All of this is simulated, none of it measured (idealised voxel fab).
process module | voxel capacitor over wiring
cross-section cut | 240 nm wide | cells 5 nm
A cross-section is a grid of square cells, given in bands from the top down. A band is one or more rows of cells.
Each band's line starts with the height of the band's top and of its bottom, in nm. Then come its materials from left to right, each with its width in nm. One material with "throughout" fills the band from edge to edge. "air" is empty space.
Height 0 is the level under which the wafer as received is all one material. The lowest band goes on downwards, as in "0 down".
A width such as "30 to 40" changes by the same amount from each row of cells to the next, from the band's top row to its bottom row.
"no change" after a step means that no cell of the cross-section changed.
closed voids: empty space of 8 cells or more with no open way to the top, each as width x height at its distance from the left edge, in nm
after a step's settings: what the simulator itself notes on the step
overlay nm, on a step with a mask: how far to the right of its planned place the mask lay; to the left if negative
plan
1 op RECEIVE | material Si
2 op CONFORMAL_DEP | material SiO2 | thk nm 15
3 op DIRECTIONAL_DEP | material TiN | thk nm 5
4 op DIRECTIONAL_DEP | material W | thk nm 25
5 op MASKED_ETCH | tone cover | mask id METAL_1 | width nm 20 | pitch nm 80 | etch materials W | depth nm 25 | overlay nm 0
6 op MASKED_ETCH | tone cover | mask id METAL_1 | width nm 20 | pitch nm 80 | etch materials TiN | depth nm 5 | overlay nm 0
7 op CONFORMAL_DEP | material SiN | thk nm 5
8 op FILL_DEP | material lowk | thk nm 10
9 op CMP | height nm 45
10 op CONFORMAL_DEP | material SiCN | thk nm 5
11 op DIRECTIONAL_DEP | material SiO2 | thk nm 10
12 op MASKED_ETCH | tone open | mask id PLUG_1 | width nm 15 | etch materials SiO2 | depth nm 10 | overlay nm 0
13 op MASKED_ETCH | tone open | mask id PLUG_1 | width nm 15 | etch materials SiCN | depth nm 5 | overlay nm 0
14 op EPI | material Ru | thk nm 10
15 op EPI | material Ru | thk nm 5
16 op DIRECTIONAL_DEP | material TiN | thk nm 5
17 op DIRECTIONAL_DEP | material Al2O3 | thk nm 5
18 op DIRECTIONAL_DEP | material TiN | thk nm 10
19 op PATTERN | tone cover | mask id UPPER_PLATE | material resist | width nm 65 | thk nm 20 | overlay nm 0
20 op DIRECTIONAL_ETCH | etch materials TiN | depth nm 10
21 op DIRECTIONAL_ETCH | etch materials Al2O3 | depth nm 5
22 op STRIP | etch materials resist
23 op PATTERN | tone cover | mask id LOWER_PLATE | material resist | width nm 75 | thk nm 15 | overlay nm 0
24 op DIRECTIONAL_ETCH | etch materials TiN | depth nm 5
25 op STRIP | etch materials resist
26 op FILL_DEP | material SiO2 | thk nm 15
27 op CMP | height nm 90
28 op PATTERN | tone open | mask id PLUG_2 | material resist | width nm 15 | thk nm 20 | overlay nm 0
29 op DIRECTIONAL_ETCH | etch materials SiO2 | depth nm 10
30 op STRIP | etch materials resist
31 op CONFORMAL_DEP | material TiN | thk nm 5
32 op FILL_DEP | material Cu | thk nm 10
33 op CMP | height nm 90
34 op CONFORMAL_DEP | material SiN | thk nm 5
as received, after step 1
  0 down: Si throughout
  closed voids: none
a wafer at the end: this start, this plan, one mistake
  95 to 90: SiN throughout
  90 to 80: SiO2 75 | TiN 25 | SiO2 140
  80 to 75: SiO2 75 | Al2O3 25 | TiN 40 | SiO2 100
  75 to 70: SiO2 70 | TiN 70 | SiO2 100
  70 to 65: SiO2 65 | Ru 35 | Al2O3 40 | SiO2 100
  65 to 60: SiO2 65 | Ru 35 | TiN 45 | SiO2 95
  60 to 50: SiO2 75 | Ru 15 | SiO2 150
  50 to 45: SiCN 75 | Ru 15 | SiCN 150
  45 to 20: lowk 65 | SiN 5 | W 20 | SiN 5 | lowk 50 | SiN 5 | W 20 | SiN 5 | lowk 65
  20 to 15: SiN 70 | TiN 20 | SiN 60 | TiN 20 | SiN 70
  15 to 0: SiO2 throughout
  0 down: Si throughout
  closed voids: none
what went wrong: step 14 was run twice
